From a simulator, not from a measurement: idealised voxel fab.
Documented hereafter: the process module known as voxel self aligned vias.
Pictured: cross-section cut, 285 nm wide, on a grid of 5 nm square cells.
Cross-section, as written here: a square-cell grid given band by band from the top down, where a band holds one or more rows of cells. Heights first: top, then bottom, in nm. Then materials, left to right, each with a width in nm. "all across" on a single material: fills the band edge to edge. "empty": empty space. Heads up on the height convention: 0 is the point under which the incoming wafer is all one material, and the lowest band has no bottom, it just keeps going down, like "0 down". It should be noted that a width expressed as "30->40" varies in equal increments from row to row of cells within the band, taking the value of the first number at the top row and that of the second number at the bottom row. The cross-section has no changed cell in any step marked "changes: none". Reported under the label "closed voids" are the empty spaces having no open way to the top and comprising 8 cells or more; the notation for each is width x height at distance, in which the distance is measured from the left edge and all three values are in nm. What comes after the settings on a step's line is commentary from the simulator itself on that step. "overlay nm", when on a step's line for a step with a mask, measures how far to the right of its planned place the mask lay; a negative measure means to the left.
**Process steps foreseen in the plan**
1: RECEIVE,material Si
2: CONFORMAL_DEP,material SiO2,thk nm 10
3: CONFORMAL_DEP,material SiCN,thk nm 5
4: DIRECTIONAL_DEP,material lowk,thk nm 30
5: MASKED_ETCH,tone open,mask id LINES,width nm 30,pitch nm 75,etch materials lowk,depth nm 30,overlay nm 0
6: CONFORMAL_DEP,material TiN,thk nm 5
7: FILL_DEP,material Ru,thk nm 5
8: CMP,height nm 45
9: SELECTIVE_ETCH,etch materials W Ru TiN,depth nm 5
10: FILL_DEP,material SiN,thk nm 5
11: CMP,height nm 45
12: DIRECTIONAL_DEP,material lowk,thk nm 20
13: MASKED_ETCH,tone open,mask id VIAS,width nm 50,pitch nm 75,etch materials lowk,depth nm 20,overlay nm 0
14: MASKED_ETCH,tone open,mask id VIAS,width nm 50,pitch nm 75,etch materials SiN,depth nm 5,overlay nm 0
15: CONFORMAL_DEP,material TiN,thk nm 5
16: FILL_DEP,material Cu,thk nm 5
17: CMP,height nm 65
18: CONFORMAL_DEP,material SiCN,thk nm 5
**What follows covers the first of two wafers; it ran as planned**
**Wafer cross-section on receipt, i.e. after step 1**
    0 down: Si all across
    closed voids: none
**Presented here is a cross-section of the wafer after step 2 has been performed**
    10 to 0: SiO2 all across
    Below a height of 0, the structure has not been altered.
**Presented here is a cross-section of the wafer after step 3 has been performed**
    15 to 10: SiCN all across
    Below a height of 10, the structure has not been altered.
**Presented here is a cross-section of the wafer after step 4 has been performed**
    45 to 15: lowk all across
    Below a height of 15, the structure has not been altered.
**Presented here is a cross-section of the wafer after step 5 has been performed**
    45 to 15: 90 nm lowk  30 nm empty  45 nm lowk  30 nm empty  90 nm lowk
    Below a height of 15, the structure has not been altered.
**Presented here is a cross-section of the wafer after step 6 has been performed**
    50 to 45: 95 nm TiN  20 nm empty  55 nm TiN  20 nm empty  95 nm TiN
    45 to 20: 90 nm lowk  5 nm TiN  20 nm empty  5 nm TiN  45 nm lowk  5 nm TiN  20 nm empty  5 nm TiN  90 nm lowk
    20 to 15: 90 nm lowk  30 nm TiN  45 nm lowk  30 nm TiN  90 nm lowk
    Below a height of 15, the structure has not been altered.
**Presented here is a cross-section of the wafer after step 7 has been performed**
    55 to 50: Ru all across
    50 to 45: 95 nm TiN  20 nm Ru  55 nm TiN  20 nm Ru  95 nm TiN
    45 to 20: 90 nm lowk  5 nm TiN  20 nm Ru  5 nm TiN  45 nm lowk  5 nm TiN  20 nm Ru  5 nm TiN  90 nm lowk
    Below a height of 20, the structure has not been altered.
**Presented here is a cross-section of the wafer after step 8 has been performed**
    45 to 20: 90 nm lowk  5 nm TiN  20 nm Ru  5 nm TiN  45 nm lowk  5 nm TiN  20 nm Ru  5 nm TiN  90 nm lowk
    Below a height of 20, the structure has not been altered.
**Presented here is a cross-section of the wafer after step 9 has been performed**
    45 to 40: 90 nm lowk  30 nm empty  45 nm lowk  30 nm empty  90 nm lowk
    Below a height of 40, the structure has not been altered.
**Presented here is a cross-section of the wafer after step 10 has been performed**
    50 to 45: SiN all across
    45 to 40: 90 nm lowk  30 nm SiN  45 nm lowk  30 nm SiN  90 nm lowk
    Below a height of 40, the structure has not been altered.
**Presented here is a cross-section of the wafer after step 11 has been performed**
    45 to 40: 90 nm lowk  30 nm SiN  45 nm lowk  30 nm SiN  90 nm lowk
    Below a height of 40, the structure has not been altered.
**Presented here is a cross-section of the wafer after step 12 has been performed**
    65 to 45: lowk all across
    Below a height of 45, the structure has not been altered.
**Presented here is a cross-section of the wafer after step 13 has been performed**
    65 to 45: 80 nm lowk  50 nm empty  25 nm lowk  50 nm empty  80 nm lowk
    Below a height of 45, the structure has not been altered.
**Presented here is a cross-section of the wafer after step 14 has been performed**
    65 to 45: 80 nm lowk  50 nm empty  25 nm lowk  50 nm empty  80 nm lowk
    45 to 40: 90 nm lowk  30 nm empty  45 nm lowk  30 nm empty  90 nm lowk
    Below a height of 40, the structure has not been altered.
**Presented here is a cross-section of the wafer after step 15 has been performed**
    70 to 65: 85 nm TiN  40 nm empty  35 nm TiN  40 nm empty  85 nm TiN
    65 to 50: 80 nm lowk  5 nm TiN  40 nm empty  5 nm TiN  25 nm lowk  5 nm TiN  40 nm empty  5 nm TiN  80 nm lowk
    50 to 45: 80 nm lowk  15 nm TiN  20 nm empty  15 nm TiN  25 nm lowk  15 nm TiN  20 nm empty  15 nm TiN  80 nm lowk
    45 to 40: 90 nm lowk  30 nm TiN  45 nm lowk  30 nm TiN  90 nm lowk
    Below a height of 40, the structure has not been altered.
**Presented here is a cross-section of the wafer after step 16 has been performed**
    75 to 70: Cu all across
    70 to 65: 85 nm TiN  40 nm Cu  35 nm TiN  40 nm Cu  85 nm TiN
    65 to 50: 80 nm lowk  5 nm TiN  40 nm Cu  5 nm TiN  25 nm lowk  5 nm TiN  40 nm Cu  5 nm TiN  80 nm lowk
    50 to 45: 80 nm lowk  15 nm TiN  20 nm Cu  15 nm TiN  25 nm lowk  15 nm TiN  20 nm Cu  15 nm TiN  80 nm lowk
    Below a height of 45, the structure has not been altered.
**Presented here is a cross-section of the wafer after step 17 has been performed**
    65 to 50: 80 nm lowk  5 nm TiN  40 nm Cu  5 nm TiN  25 nm lowk  5 nm TiN  40 nm Cu  5 nm TiN  80 nm lowk
    Below a height of 50, the structure has not been altered.
**Presented here is a cross-section of the wafer after step 18 has been performed**
    70 to 65: SiCN all across
    Below a height of 65, the structure has not been altered.
**Second wafer, same starting state and plan as the first, one mistake in the run, identical through step 12**
**Second wafer, sectioned view, at step 13's planned end time**
    65 to 45: 80 nm lowk  50 nm empty  25 nm lowk  50 nm empty  80 nm lowk
    45 to 40: 80 nm lowk  10 nm empty  30 nm SiN  10 nm empty  25 nm lowk  10 nm empty  30 nm SiN  10 nm empty  80 nm lowk
    40 to 25: 80 nm lowk  10 nm empty  5 nm TiN  20 nm Ru  5 nm TiN  10 nm empty  25 nm lowk  10 nm empty  5 nm TiN  20 nm Ru  5 nm TiN  10 nm empty  80 nm lowk
    Below a height of 25, the structure has not been altered.
**Second wafer, sectioned view, at step 14's planned end time**
    65 to 40: 80 nm lowk  50 nm empty  25 nm lowk  50 nm empty  80 nm lowk
    Below a height of 40, the structure has not been altered.
**Second wafer, sectioned view, at step 15's planned end time**
    70 to 65: 85 nm TiN  40 nm empty  35 nm TiN  40 nm empty  85 nm TiN
    65 to 45: 80 nm lowk  5 nm TiN  40 nm empty  5 nm TiN  25 nm lowk  5 nm TiN  40 nm empty  5 nm TiN  80 nm lowk
    45 to 40: 80 nm lowk  50 nm TiN  25 nm lowk  50 nm TiN  80 nm lowk
    40 to 25: 80 nm lowk  15 nm TiN  20 nm Ru  15 nm TiN  25 nm lowk  15 nm TiN  20 nm Ru  15 nm TiN  80 nm lowk
    Below a height of 25, the structure has not been altered.
**Second wafer, sectioned view, at step 16's planned end time**
    75 to 70: Cu all across
    70 to 65: 85 nm TiN  40 nm Cu  35 nm TiN  40 nm Cu  85 nm TiN
    65 to 45: 80 nm lowk  5 nm TiN  40 nm Cu  5 nm TiN  25 nm lowk  5 nm TiN  40 nm Cu  5 nm TiN  80 nm lowk
    Below a height of 45, the structure has not been altered.
**Second wafer, sectioned view, at step 17's planned end time**
    65 to 45: 80 nm lowk  5 nm TiN  40 nm Cu  5 nm TiN  25 nm lowk  5 nm TiN  40 nm Cu  5 nm TiN  80 nm lowk
    Below a height of 45, the structure has not been altered.
**Second wafer, sectioned view, at step 18's planned end time**
    70 to 65: SiCN all across
    Below a height of 65, the structure has not been altered.
Where did the run depart from the plan? step 13 of the plan was performed twice
Bottom line after processing is that, in cells, the second wafer is up or down on some materials versus the first: Cu +8; TiN +24; lowk -32
